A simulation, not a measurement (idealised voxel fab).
Process module, titled voxel self aligned vias
Displayed cross-section: cut, width of 285 nm, square cells sized 5 nm.
Cross-section = grid of square cells, listed top down in bands; band = one or more rows.
Read a band's entry like this: the first values are the height of its top and the height of its bottom in nm, and what follows is the sequence of materials from left to right, each with its width in nm. Note that "air" is empty space, and that a single material marked "edge to edge" reaches across the band from edge to edge.
We count height from 0. Below that, the starting wafer is all one material. The lowest band never ends at the bottom but goes on down; see "0..down" for how that is written.
So if you see something like "30 to 40" for the width, read it as the top row of the band sitting at the first number and the bottom row at the second, with every row in between moving by the same amount as the last.
It should be understood that the words "remained unchanged", when stated for a given step, signify that the cross-section underwent no change in any of its cells during that step.
Internal closed voids: empty space of 8 cells or more with no open way to the top, each as width x height at its distance from the left edge, in nm
If you see something after the settings on a step's line, that's the simulator's own remark about that step.
The line of a step may include "overlay nm". On a step with a mask, this value is how far to the right of its planned place the mask lay. A negative value means the mask lay to the left.
### Set out below are the planned steps of the process
1. RECEIVE [material Si]
2. CONFORMAL_DEP [material SiO2] [thk nm 15]
3. CONFORMAL_DEP [material SiCN] [thk nm 5]
4. DIRECTIONAL_DEP [material lowk] [thk nm 30]
5. DIRECTIONAL_DEP [material aC] [thk nm 10]
6. PATTERN [tone open] [mask id LINES] [material resist] [width nm 20] [pitch nm 60] [thk nm 30] [overlay nm 0]
7. DIRECTIONAL_ETCH [etch materials aC] [depth nm 10]
8. STRIP [etch materials resist]
9. DIRECTIONAL_ETCH [etch materials lowk] [depth nm 30]
10. STRIP [etch materials aC]
11. CONFORMAL_DEP [material TiN] [thk nm 5]
12. FILL_DEP [material W] [thk nm 10]
13. CMP [height nm 50]
14. SELECTIVE_ETCH [etch materials W Ru TiN] [depth nm 10]
15. FILL_DEP [material SiN] [thk nm 10]
16. CMP [height nm 50]
17. DIRECTIONAL_DEP [material lowk] [thk nm 15]
18. PATTERN [tone open] [mask id VIAS] [material resist] [width nm 40] [thk nm 15] [overlay nm 0]
19. DIRECTIONAL_ETCH [etch materials lowk] [depth nm 15]
20. DIRECTIONAL_ETCH [etch materials SiN] [depth nm 10]
21. STRIP [etch materials resist]
22. CONFORMAL_DEP [material TiN] [thk nm 5]
23. FILL_DEP [material W] [thk nm 5]
24. CMP [height nm 65]
25. CONFORMAL_DEP [material SiN] [thk nm 5]
### Cross-section, incoming material, after step 1
    0..down: Si edge to edge
    Internal closed voids: none
### The first of the two wafers as seen in cross-section once the module was finished; processing followed the plan
    70..65: SiN edge to edge
    65..55: lowk: 90 / TiN: 5 / W: 30 / TiN: 5 / lowk: 155
    55..50: lowk: 90 / TiN: 15 / W: 10 / TiN: 15 / lowk: 155
    50..45: lowk: 100 / TiN: 5 / W: 10 / TiN: 5 / lowk: 40 / SiN: 20 / lowk: 105
    45..40: lowk: 100 / TiN: 20 / lowk: 40 / SiN: 20 / lowk: 105
    40..25: lowk: 100 / TiN: 5 / W: 10 / TiN: 5 / lowk: 40 / TiN: 5 / W: 10 / TiN: 5 / lowk: 105
    25..20: lowk: 100 / TiN: 20 / lowk: 40 / TiN: 20 / lowk: 105
    20..15: SiCN edge to edge
    15..0: SiO2 edge to edge
    0..down: Si edge to edge
    Internal closed voids: none
### Second of two wafers, module complete, sectioned: it shares the first wafer's start and plan but was run with one mistake
    70..65: SiN edge to edge
    65..55: lowk: 90 / TiN: 5 / W: 30 / TiN: 5 / lowk: 155
    55..50: lowk: 90 / TiN: 20 / W: 5 / TiN: 15 / lowk: 155
    50..45: lowk: 105 / TiN: 5 / W: 5 / TiN: 5 / lowk: 45 / SiN: 15 / lowk: 105
    45..40: lowk: 105 / TiN: 15 / lowk: 45 / SiN: 15 / lowk: 105
    40..25: lowk: 105 / TiN: 5 / W: 5 / TiN: 5 / lowk: 45 / TiN: 5 / W: 5 / TiN: 5 / lowk: 105
    25..20: lowk: 105 / TiN: 15 / lowk: 45 / TiN: 15 / lowk: 105
    20..15: SiCN edge to edge
    15..0: SiO2 edge to edge
    0..down: Si edge to edge
    Internal closed voids: none
Deviation noted in wafer processing: step 6 went in with a setting other than planned; the actual run was PATTERN [tone open] [mask id LINES] [material resist] [width nm 15] [pitch nm 60] [thk nm 30] [overlay nm 0]
Heads up, by the end the second wafer has more or fewer cells of some materials compared to the first: SiN: 2 fewer; TiN: 2 fewer; W: 8 fewer; lowk: 12 more
